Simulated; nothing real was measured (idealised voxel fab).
process module | voxel spacer lines
cross-section cut | 220 nm wide | cells 5 nm
A cross-section is a grid of square cells, given in bands from the top down. A band is one or more rows of cells.
Each band's line starts with the height of the band's top and of its bottom, in nm. Then come its materials from left to right, each with its width in nm. One material with "throughout" fills the band from edge to edge. "air" is empty space.
Height 0 is the level under which the wafer as received is all one material. The lowest band goes on downwards, as in "0 down".
A width such as "30 to 40" changes by the same amount from each row of cells to the next, from the band's top row to its bottom row.
"no change" after a step means that no cell of the cross-section changed.
closed voids: empty space of 8 cells or more with no open way to the top, each as width x height at its distance from the left edge, in nm
after a step's settings: what the simulator itself notes on the step
overlay nm, on a step with a mask: how far to the right of its planned place the mask lay; to the left if negative
plan
1 op RECEIVE | material Si
2 op CONFORMAL_DEP | material Al2O3 | thk nm 5
3 op DIRECTIONAL_DEP | material TiN | thk nm 15
4 op DIRECTIONAL_DEP | material aC | thk nm 25
5 op PATTERN | tone cover | mask id MANDREL | material resist | width nm 20 | pitch nm 70 | thk nm 35 | overlay nm 0
6 op DIRECTIONAL_ETCH | etch materials aC | depth nm 25
7 op STRIP | etch materials resist
8 op CONFORMAL_DEP | material SiO2 | thk nm 15
9 op DIRECTIONAL_ETCH | etch materials SiO2 | depth nm 5
10 op STRIP | etch materials aC
11 op DIRECTIONAL_ETCH | etch materials TiN | depth nm 15
12 op STRIP | etch materials SiO2
13 op FILL_DEP | material lowk | thk nm 10
14 op CMP | height nm 20
varied across the wafers: depth nm of step 9. The plan shows the first wafer's value. All wafers start alike
first wafer as received, after step 1
  0 down: Si throughout
  closed voids: none
first wafer at the end, after step 14
  20 to 5: TiN throughout
  5 to 0: Al2O3 throughout
  0 down: Si throughout
  closed voids: none
last wafer at the end
  20 to 5: lowk 15 | TiN 15 | lowk 20 | TiN 15 | lowk 20 | TiN 15 | lowk 20 | TiN 15 | lowk 20 | TiN 15 | lowk 20 | TiN 15 | lowk 15
  5 to 0: Al2O3 throughout
  0 down: Si throughout
  closed voids: none
each wafer at the end: cells of each material gained (+) or lost (-) since it was received, then its closed voids
depth nm 5 | +44 Al2O3 | +132 TiN | closed voids: none
depth nm 10 | +44 Al2O3 | +132 TiN | closed voids: none
depth nm 15 | +44 Al2O3 | +54 TiN | +78 lowk | closed voids: none
depth nm 20 | +44 Al2O3 | +54 TiN | +78 lowk | closed voids: none
depth nm 25 | +44 Al2O3 | +54 TiN | +78 lowk | closed voids: none
depth nm 30 | +44 Al2O3 | +54 TiN | +78 lowk | closed voids: none
